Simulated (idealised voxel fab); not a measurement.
voxel self aligned contacts: a process module
It is cross-section cut that appears here, measuring 185 nm in width, its square cells being 5 nm in size.
A cross-section is written here as square cells arranged in a grid, and it is given in bands from the top down, each band taking up one or more rows of cells.
Within each band entry, the heights of the top and of the bottom of the band appear first, in that order and in nm; the materials of the band then follow from left to right, each with its corresponding width in nm. The designation "edge to edge" on a single material indicates that it fills the band from edge to edge; the designation "blank" indicates empty space.
Height is counted from the level 0, under which the received wafer is composed throughout of one material. The lowest of the bands is not closed at the bottom but continues downward, in the notation "from 0 down".
Quick explanation for "30 to 40": the width changes in equal steps down the rows of cells, from the first number in the band's top row to the second number in its bottom row.
"no modification" for a step: no cell of the cross-section changed in that step.
Reported under the label "Enclosed internal cavities" are the empty spaces having no open way to the top and comprising 8 cells or more; the notation for each is width x height at distance, in which the distance is measured from the left edge and all three values are in nm.
Anything after a step's settings on that line? It's the simulator's own note about the step.
For masked steps, "overlay nm" on the step line gives how far right of plan the mask actually lay; a minus sign means it lay to the left.
Set out below are the planned steps of the process:
step 1: RECEIVE,material Si
step 2: CONFORMAL_DEP,material SiO2,thk nm 5
step 3: DIRECTIONAL_DEP,material polySi,thk nm 25
step 4: DIRECTIONAL_DEP,material SiN,thk nm 25
step 5: DIRECTIONAL_DEP,material aC,thk nm 15
step 6: PATTERN,tone cover,mask id GATE,material resist,width nm 35,pitch nm 70,thk nm 30,overlay nm 0
step 7: DIRECTIONAL_ETCH,etch materials aC,depth nm 15
step 8: STRIP,etch materials resist
step 9: DIRECTIONAL_ETCH,etch materials SiN,depth nm 25
step 10: DIRECTIONAL_ETCH,etch materials polySi,depth nm 25
step 11: STRIP,etch materials aC
step 12: CONFORMAL_DEP,material SiN,thk nm 10
step 13: DIRECTIONAL_ETCH,etch materials SiN,depth nm 10
step 14: FILL_DEP,material SiO2,thk nm 10
step 15: CMP,height nm 60
step 16: PATTERN,tone open,mask id CONTACT,material resist,width nm 55,thk nm 20,overlay nm 0
step 17: DIRECTIONAL_ETCH,etch materials SiO2,depth nm 60
step 18: STRIP,etch materials resist
step 19: CONFORMAL_DEP,material TiN,thk nm 5
step 20: FILL_DEP,material W,thk nm 5
step 21: CMP,height nm 60
step 22: CONFORMAL_DEP,material SiCN,thk nm 5
As received (post step 1): cross-section:
> from 0 down  Si edge to edge
> Enclosed internal cavities: none
First of two wafers: cross-section at end of module, run per plan:
> from 65 to 60  SiCN edge to edge
> from 60 to 55  65 SiO2; 25 TiN; 5 W; 25 TiN; 65 SiO2
> from 55 to 30  30 SiO2; 55 SiN; 5 TiN; 5 W; 5 TiN; 55 SiN; 30 SiO2
> from 30 to 5  30 SiO2; 10 SiN; 35 polySi; 10 SiN; 5 TiN; 5 W; 5 TiN; 10 SiN; 35 polySi; 10 SiN; 30 SiO2
> from 5 to 0  85 SiO2; 15 TiN; 85 SiO2
> from 0 down  Si edge to edge
> Enclosed internal cavities: none
Cross-sectional view: second of two wafers, end of module; start and plan identical to the first, one mistake in running:
> from 65 to 60  SiCN edge to edge
> from 60 to 55  65 SiO2; 25 TiN; 5 W; 25 TiN; 65 SiO2
> from 55 to 35  30 SiO2; 55 SiN; 5 TiN; 5 W; 5 TiN; 55 SiN; 30 SiO2
> from 35 to 30  30 SiO2; 55 SiN; 15 TiN; 55 SiN; 30 SiO2
> from 30 to 5  SiCN edge to edge
> from 5 to 0  SiO2 edge to edge
> from 0 down  Si edge to edge
> Enclosed internal cavities: none
Plan not followed: step 3 off recipe, ran as DIRECTIONAL_DEP,material SiCN,thk nm 25
Counted in cells at the end, the second wafer holds more or fewer of these materials than the first: SiCN: 185 more; SiN: 40 fewer; SiO2: 57 fewer; TiN: 12 fewer; W: 6 fewer; polySi: 70 fewer
